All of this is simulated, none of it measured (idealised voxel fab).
Presented below is a process module, voxel lift off.
Pictured: cross-section cut, 285 nm wide, on a grid of 5 nm square cells.
A cross-section is a grid of square cells, given in bands from the top down. A band is one or more rows of cells. First you get the band's top height and its bottom height, in nm, and then the materials it's made of, left to right, with each width in nm. If you see a single material with "everywhere", that one covers the band edge to edge. "blank" is empty space. All heights in this document are referenced to 0, defined as the level beneath which the wafer, as received, consists entirely of one material. The lowest band is not bounded below; it extends indefinitely downward and is written in the form "0 and below". With a width like "30->40", each row of cells in the band differs from the next by the same amount, the top row carrying the first number and the bottom row the second. Where the words "changes: none" appear for a step, the cross-section shows no cell changed by that step; every cell remained as before. "Trapped voids": empty spaces of 8 cells or more with no open way to the top, each given as width x height at distance, distance from the left edge, all in nm. Anything after a step's settings on that line? It's the simulator's own note about the step. A step line may carry the setting "overlay nm", which, for steps involving a mask, states the distance by which the mask lay to the right of its intended position; negative values denote displacement to the left.
Below is the list of planned process steps:
1: RECEIVE,material Si
2: CONFORMAL_DEP,material Al2O3,thk nm 10
3: PATTERN,tone open,mask id LINES,material resist,width nm 25,pitch nm 50,thk nm 25,overlay nm 0
4: DIRECTIONAL_DEP,material Ru,thk nm 10
5: STRIP,etch materials resist
6: CONFORMAL_DEP,material SiO2,thk nm 5
First of two wafers, with the run carried out as planned:
Cross-section: wafer on arrival = after step 1:
0 and below | Si everywhere
Trapped voids: none
Presented here is a cross-section of the wafer after step 2 has been performed:
10 down to 0 | Al2O3 everywhere
Beneath the level 0, the cross-section is identical to its previous state.
Presented here is a cross-section of the wafer after step 3 has been performed:
35 down to 10 | resist 105 | blank 25 | resist 25 | blank 25 | resist 105
Beneath the level 10, the cross-section is identical to its previous state.
Presented here is a cross-section of the wafer after step 4 has been performed:
45 down to 35 | Ru 105 | blank 25 | Ru 25 | blank 25 | Ru 105
35 down to 20 | resist 105 | blank 25 | resist 25 | blank 25 | resist 105
20 down to 10 | resist 105 | Ru 25 | resist 25 | Ru 25 | resist 105
Beneath the level 10, the cross-section is identical to its previous state.
Presented here is a cross-section of the wafer after step 5 has been performed:
20 down to 10 | blank 105 | Ru 25 | blank 25 | Ru 25 | blank 105
Beneath the level 10, the cross-section is identical to its previous state.
Presented here is a cross-section of the wafer after step 6 has been performed:
25 down to 20 | blank 100 | SiO2 35 | blank 15 | SiO2 35 | blank 100
20 down to 15 | blank 100 | SiO2 5 | Ru 25 | SiO2 5 | blank 15 | SiO2 5 | Ru 25 | SiO2 5 | blank 100
15 down to 10 | SiO2 105 | Ru 25 | SiO2 25 | Ru 25 | SiO2 105
Beneath the level 10, the cross-section is identical to its previous state.
Wafer two of two - same starting point, same process plan, one mistake in execution; matches wafer one up to and including step 2:
Second wafer, sectioned view, at step 3's planned end time:
35 down to 10 | blank 105 | resist 25 | blank 25 | resist 25 | blank 105
Beneath the level 10, the cross-section is identical to its previous state.
Second wafer, sectioned view, at step 4's planned end time:
45 down to 35 | blank 105 | Ru 25 | blank 25 | Ru 25 | blank 105
35 down to 20 | blank 105 | resist 25 | blank 25 | resist 25 | blank 105
20 down to 10 | Ru 105 | resist 25 | Ru 25 | resist 25 | Ru 105
Beneath the level 10, the cross-section is identical to its previous state.
Second wafer, sectioned view, at step 5's planned end time:
20 down to 10 | Ru 105 | blank 25 | Ru 25 | blank 25 | Ru 105
Beneath the level 10, the cross-section is identical to its previous state.
Second wafer, sectioned view, at step 6's planned end time:
25 down to 20 | SiO2 110 | blank 15 | SiO2 35 | blank 15 | SiO2 110
20 down to 15 | Ru 105 | SiO2 5 | blank 15 | SiO2 5 | Ru 25 | SiO2 5 | blank 15 | SiO2 5 | Ru 105
15 down to 10 | Ru 105 | SiO2 25 | Ru 25 | SiO2 25 | Ru 105
Beneath the level 10, the cross-section is identical to its previous state.
The mistake made against the process plan was this: so step 3 ended up running with a different setting than we planned, it ran as PATTERN,tone cover,mask id LINES,material resist,width nm 25,pitch nm 50,thk nm 25,overlay nm 0
End check, counted in cells, second wafer has more or fewer of these materials than the first: +74 Ru
